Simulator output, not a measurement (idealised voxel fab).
process module | voxel wiring stack
cross-section cut | 215 nm wide | cells 5 nm
A cross-section is a grid of square cells, given in bands from the top down. A band is one or more rows of cells.
Each band's line starts with the height of the band's top and of its bottom, in nm. Then come its materials from left to right, each with its width in nm. One material with "throughout" fills the band from edge to edge. "air" is empty space.
Height 0 is the level under which the wafer as received is all one material. The lowest band goes on downwards, as in "0 down".
A width such as "30 to 40" changes by the same amount from each row of cells to the next, from the band's top row to its bottom row.
"no change" after a step means that no cell of the cross-section changed.
closed voids: empty space of 8 cells or more with no open way to the top, each as width x height at its distance from the left edge, in nm
after a step's settings: what the simulator itself notes on the step
overlay nm, on a step with a mask: how far to the right of its planned place the mask lay; to the left if negative
plan
1 op RECEIVE | material Si
2 op CONFORMAL_DEP | material SiO2 | thk nm 15
3 op DIRECTIONAL_DEP | material TiN | thk nm 5
4 op DIRECTIONAL_DEP | material Ru | thk nm 25
5 op PATTERN | tone cover | mask id METAL_1 | material resist | width nm 25 | pitch nm 45 | thk nm 20 | overlay nm 0
6 op DIRECTIONAL_ETCH | etch materials Ru | depth nm 25
7 op DIRECTIONAL_ETCH | etch materials TiN | depth nm 5
8 op STRIP | etch materials resist
9 op FILL_DEP | material lowk | thk nm 5
10 op CMP | height nm 45
11 op CONFORMAL_DEP | material SiCN | thk nm 5
12 op DIRECTIONAL_DEP | material lowk | thk nm 20
13 op PATTERN | tone open | mask id PLUG_1 | material resist | width nm 15 | pitch nm 45 | thk nm 20 | overlay nm 0
14 op DIRECTIONAL_ETCH | etch materials lowk | depth nm 20
15 op DIRECTIONAL_ETCH | etch materials SiCN | depth nm 5
16 op STRIP | etch materials resist
17 op EPI | material Ru | thk nm 10
18 op EPI | material Ru | thk nm 10
19 op EPI | material Ru | thk nm 5
20 op DIRECTIONAL_DEP | material TiN | thk nm 5
21 op DIRECTIONAL_DEP | material W | thk nm 15
22 op PATTERN | tone cover | mask id METAL_2 | material resist | width nm 25 | pitch nm 45 | thk nm 15 | overlay nm 0
23 op DIRECTIONAL_ETCH | etch materials W | depth nm 15
24 op DIRECTIONAL_ETCH | etch materials TiN | depth nm 5
25 op STRIP | etch materials resist
26 op CONFORMAL_DEP | material SiN | thk nm 5
27 op FILL_DEP | material SiO2 | thk nm 5
28 op CMP | height nm 90
29 op CONFORMAL_DEP | material SiN | thk nm 5
as received, after step 1
  0 down: Si throughout
  closed voids: none
a wafer at the end: this start, this plan, one mistake
  95 to 90: SiN throughout
  90 to 75: lowk 50 | W 15 | lowk 30 | W 15 | lowk 30 | W 15 | lowk 60
  75 to 70: lowk 50 | TiN 15 | lowk 30 | TiN 15 | lowk 30 | TiN 15 | lowk 60
  70 to 50: lowk throughout
  50 to 45: SiCN throughout
  45 to 20: lowk 50 | Ru 25 | lowk 20 | Ru 25 | lowk 20 | Ru 25 | lowk 50
  20 to 15: lowk 50 | TiN 25 | lowk 20 | TiN 25 | lowk 20 | TiN 25 | lowk 50
  15 to 0: SiO2 throughout
  0 down: Si throughout
  closed voids: none
what went wrong: step 12 was run twice
